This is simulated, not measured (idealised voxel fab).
The following is a process module called voxel local oxidation.
In the cross-section labelled cut, the width is 185 nm and each square cell is 5 nm.
In what follows, cross-sections appear as grids of square cells, described through bands that run from the top down, where every band is one or more rows of cells.
Look at the band entry: it leads with the top's height and the bottom's height in nm. Then it lists the materials left to right, with a width in nm for each. The word "throughout" on a single material says that material fills the band edge to edge. The word "air" is empty space.
The level at which height equals 0 is the one under which the wafer, as it arrives, is entirely one material. No lower edge exists for the bottom band, which continues downward and is notated as in "from 0 down".
So if you see something like "30->40" for the width, read it as the top row of the band sitting at the first number and the bottom row at the second, with every row in between moving by the same amount as the last.
Where a step carries "nothing was modified", the cross-section came out of it unchanged, cell for cell.
Empty spaces counting at least 8 cells and having no open way to the top are listed in "Unvented cavities". The notation width x height at distance is used for each, the distance being from the left edge and all three values in nm.
That trailing text on a step's line, after the settings, is the simulator's own remark on the step.
If you see "overlay nm" on a step's line and that step has a mask, it's telling you how far right of where it was planned the mask ended up; a negative number means it went left instead.

The following list gives the planned process steps:
step 1: RECEIVE [material Si]
step 2: OXIDIZE [depth nm 5]
step 3: CONFORMAL_DEP [material SiN] [thk nm 15]
step 4: PATTERN [tone cover] [mask id ACTIVE] [material resist] [width nm 105] [thk nm 20] [overlay nm 0]
step 5: DIRECTIONAL_ETCH [etch materials SiN] [depth nm 15]
step 6: STRIP [etch materials resist]
step 7: SELECTIVE_ETCH [etch materials SiO2] [depth nm 5]
step 8: OXIDIZE [depth nm 10]
step 9: STRIP [etch materials SiN]

As received (post step 1): cross-section:
* from 0 down = Si throughout
* Unvented cavities: none

Final wafer profile in cross-section after the module, from the same start and plan as above, with one mistake made during processing:
* from 0 to -5 = SiO2 35 nm / air 115 nm / SiO2 35 nm
* from -5 to -15 = Si 25 nm / SiO2 135 nm / Si 25 nm
* from -15 down = Si throughout
* Unvented cavities: none
Heads up, the wafer didn't run the way we planned it: it should be noted that step 4 was executed with settings other than those planned, the operation and settings actually applied being PATTERN [tone open] [mask id ACTIVE] [material resist] [width nm 105] [thk nm 20] [overlay nm 0]
